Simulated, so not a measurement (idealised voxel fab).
Title: Process Module voxel air gaps
Square cells of 5 nm make up the cross-section cut, whose width is 155 nm.
Just so we're on the same page, the cross-sections are grids of square cells, and they're listed out in bands top to bottom, each band one or more rows deep. For a band, the entry starts with two heights in nm, that of the top and then that of the bottom, and carries on with the band's materials in order from left to right, each alongside its width in nm; the word "all across" beside a single material means it fills the band edge to edge, and "blank" means empty space. Convention: height 0 is the level below which the wafer, as received, is all one material. The lowest band does not terminate at the bottom but continues downward, represented as "from 0 down". The two numbers in a width such as "30->40" mark its ends across the band: the first belongs to the top row of cells, the second to the bottom row, and from each row to the next the width moves by the same amount. "left unchanged", as given for a step, is the statement that not any cell of the cross-section underwent a change during that step. Empty spaces without an open route to the top, at least 8 cells in extent, make up the entry "Cavities, sealed"; each is given as width x height at distance, where the distance is measured from the left edge, and all are in nm. after a step's settings: what the simulator itself notes on the step. Steps that use a mask can have "overlay nm" on their line. It says how far the mask sat to the right of where it was meant to be. Negative means to the left.
So here's the lineup of process steps we planned:
1: RECEIVE [material Si]
2: CONFORMAL_DEP [material SiO2] [thk nm 15]
3: CONFORMAL_DEP [material SiCN] [thk nm 5]
4: DIRECTIONAL_DEP [material lowk] [thk nm 40]
5: PATTERN [tone open] [mask id LINES] [material resist] [width nm 15] [pitch nm 40] [thk nm 20] [overlay nm 0]
6: DIRECTIONAL_ETCH [etch materials lowk] [depth nm 40]
7: STRIP [etch materials resist]
8: CONFORMAL_DEP [material TiN] [thk nm 5]
9: FILL_DEP [material W] [thk nm 10]
10: CMP [height nm 60]
11: EPI [material Ru] [thk nm 10]
12: SELECTIVE_ETCH [etch materials lowk] [depth nm 50]
13: CONFORMAL_DEP [material SiCN] [thk nm 5]
The first of two wafers, run as planned:
Cross-section: wafer on arrival = after step 1:
  from 0 down  Si all across
  Cavities, sealed: none
Wafer section view after processing step 2:
  from 15 to 0  SiO2 all across
  Everything under 0 stays put, no change at all.
Wafer section view after processing step 3:
  from 20 to 15  SiCN all across
  Everything under 15 stays put, no change at all.
Wafer section view after processing step 4:
  from 60 to 20  lowk all across
  Everything under 20 stays put, no change at all.
Wafer section view after processing step 5:
  from 80 to 60  resist 30 nm; blank 15 nm; resist 25 nm; blank 15 nm; resist 25 nm; blank 15 nm; resist 30 nm
  Everything under 60 stays put, no change at all.
Wafer section view after processing step 6:
  from 80 to 60  resist 30 nm; blank 15 nm; resist 25 nm; blank 15 nm; resist 25 nm; blank 15 nm; resist 30 nm
  from 60 to 20  lowk 30 nm; blank 15 nm; lowk 25 nm; blank 15 nm; lowk 25 nm; blank 15 nm; lowk 30 nm
  Everything under 20 stays put, no change at all.
Wafer section view after processing step 7:
  from 60 to 20  lowk 30 nm; blank 15 nm; lowk 25 nm; blank 15 nm; lowk 25 nm; blank 15 nm; lowk 30 nm
  Everything under 20 stays put, no change at all.
Wafer section view after processing step 8:
  from 65 to 60  TiN 35 nm; blank 5 nm; TiN 35 nm; blank 5 nm; TiN 35 nm; blank 5 nm; TiN 35 nm
  from 60 to 25  lowk 30 nm; TiN 5 nm; blank 5 nm; TiN 5 nm; lowk 25 nm; TiN 5 nm; blank 5 nm; TiN 5 nm; lowk 25 nm; TiN 5 nm; blank 5 nm; TiN 5 nm; lowk 30 nm
  from 25 to 20  lowk 30 nm; TiN 15 nm; lowk 25 nm; TiN 15 nm; lowk 25 nm; TiN 15 nm; lowk 30 nm
  Everything under 20 stays put, no change at all.
Wafer section view after processing step 9:
  from 75 to 65  W all across
  from 65 to 60  TiN 35 nm; W 5 nm; TiN 35 nm; W 5 nm; TiN 35 nm; W 5 nm; TiN 35 nm
  from 60 to 25  lowk 30 nm; TiN 5 nm; W 5 nm; TiN 5 nm; lowk 25 nm; TiN 5 nm; W 5 nm; TiN 5 nm; lowk 25 nm; TiN 5 nm; W 5 nm; TiN 5 nm; lowk 30 nm
  Everything under 25 stays put, no change at all.
Wafer section view after processing step 10:
  from 60 to 25  lowk 30 nm; TiN 5 nm; W 5 nm; TiN 5 nm; lowk 25 nm; TiN 5 nm; W 5 nm; TiN 5 nm; lowk 25 nm; TiN 5 nm; W 5 nm; TiN 5 nm; lowk 30 nm
  Everything under 25 stays put, no change at all.
Wafer section view after processing step 11:
  from 70 to 60  blank 20 nm; Ru 35 nm; blank 5 nm; Ru 35 nm; blank 5 nm; Ru 35 nm; blank 20 nm
  Everything under 60 stays put, no change at all.
Wafer section view after processing step 12:
  from 70 to 60  blank 20 nm; Ru 35 nm; blank 5 nm; Ru 35 nm; blank 5 nm; Ru 35 nm; blank 20 nm
  from 60 to 25  blank 30 nm; TiN 5 nm; W 5 nm; TiN 5 nm; blank 25 nm; TiN 5 nm; W 5 nm; TiN 5 nm; blank 25 nm; TiN 5 nm; W 5 nm; TiN 5 nm; blank 30 nm
  from 25 to 20  blank 30 nm; TiN 15 nm; blank 25 nm; TiN 15 nm; blank 25 nm; TiN 15 nm; blank 30 nm
  Everything under 20 stays put, no change at all.
Wafer section view after processing step 13:
  from 75 to 70  blank 15 nm; SiCN 125 nm; blank 15 nm
  from 70 to 60  blank 15 nm; SiCN 5 nm; Ru 35 nm; SiCN 5 nm; Ru 35 nm; SiCN 5 nm; Ru 35 nm; SiCN 5 nm; blank 15 nm
  from 60 to 55  blank 15 nm; SiCN 15 nm; TiN 5 nm; W 5 nm; TiN 5 nm; SiCN 25 nm; TiN 5 nm; W 5 nm; TiN 5 nm; SiCN 25 nm; TiN 5 nm; W 5 nm; TiN 5 nm; SiCN 15 nm; blank 15 nm
  from 55 to 25  blank 25 nm; SiCN 5 nm; TiN 5 nm; W 5 nm; TiN 5 nm; SiCN 5 nm; blank 15 nm; SiCN 5 nm; TiN 5 nm; W 5 nm; TiN 5 nm; SiCN 5 nm; blank 15 nm; SiCN 5 nm; TiN 5 nm; W 5 nm; TiN 5 nm; SiCN 5 nm; blank 25 nm
  from 25 to 20  SiCN 30 nm; TiN 15 nm; SiCN 25 nm; TiN 15 nm; SiCN 25 nm; TiN 15 nm; SiCN 30 nm
  Everything under 20 stays put, no change at all.
  Cavities, sealed: 15 x 30 at 50; 15 x 30 at 90
The remaining wafer, second of the two, started like the first and was run to the same plan, except that one mistake was made along the way; the two coincide through step 9, inclusive:
The second wafer cut through, at the time step 10 was supposed to be finished:
  from 50 to 25  lowk 30 nm; TiN 5 nm; W 5 nm; TiN 5 nm; lowk 25 nm; TiN 5 nm; W 5 nm; TiN 5 nm; lowk 25 nm; TiN 5 nm; W 5 nm; TiN 5 nm; lowk 30 nm
  Everything under 25 stays put, no change at all.
The second wafer cut through, at the time step 11 was supposed to be finished:
  from 60 to 50  blank 20 nm; Ru 35 nm; blank 5 nm; Ru 35 nm; blank 5 nm; Ru 35 nm; blank 20 nm
  Everything under 50 stays put, no change at all.
The second wafer cut through, at the time step 12 was supposed to be finished:
  from 60 to 50  blank 20 nm; Ru 35 nm; blank 5 nm; Ru 35 nm; blank 5 nm; Ru 35 nm; blank 20 nm
  from 50 to 25  blank 30 nm; TiN 5 nm; W 5 nm; TiN 5 nm; blank 25 nm; TiN 5 nm; W 5 nm; TiN 5 nm; blank 25 nm; TiN 5 nm; W 5 nm; TiN 5 nm; blank 30 nm
  from 25 to 20  blank 30 nm; TiN 15 nm; blank 25 nm; TiN 15 nm; blank 25 nm; TiN 15 nm; blank 30 nm
  Everything under 20 stays put, no change at all.
The second wafer cut through, at the time step 13 was supposed to be finished:
  from 65 to 60  blank 15 nm; SiCN 125 nm; blank 15 nm
  from 60 to 50  blank 15 nm; SiCN 5 nm; Ru 35 nm; SiCN 5 nm; Ru 35 nm; SiCN 5 nm; Ru 35 nm; SiCN 5 nm; blank 15 nm
  from 50 to 45  blank 15 nm; SiCN 15 nm; TiN 5 nm; W 5 nm; TiN 5 nm; SiCN 25 nm; TiN 5 nm; W 5 nm; TiN 5 nm; SiCN 25 nm; TiN 5 nm; W 5 nm; TiN 5 nm; SiCN 15 nm; blank 15 nm
  from 45 to 25  blank 25 nm; SiCN 5 nm; TiN 5 nm; W 5 nm; TiN 5 nm; SiCN 5 nm; blank 15 nm; SiCN 5 nm; TiN 5 nm; W 5 nm; TiN 5 nm; SiCN 5 nm; blank 15 nm; SiCN 5 nm; TiN 5 nm; W 5 nm; TiN 5 nm; SiCN 5 nm; blank 25 nm
  from 25 to 20  SiCN 30 nm; TiN 15 nm; SiCN 25 nm; TiN 15 nm; SiCN 25 nm; TiN 15 nm; SiCN 30 nm
  Everything under 20 stays put, no change at all.
  Cavities, sealed: 15 x 20 at 50; 15 x 20 at 90
The plan and the run diverged here: not per plan at step 10, really ran CMP [height nm 50]
Per the end-of-run cell counts, the second wafer holds more or fewer of some materials than the first: SiCN -12 | TiN -12 | W -6
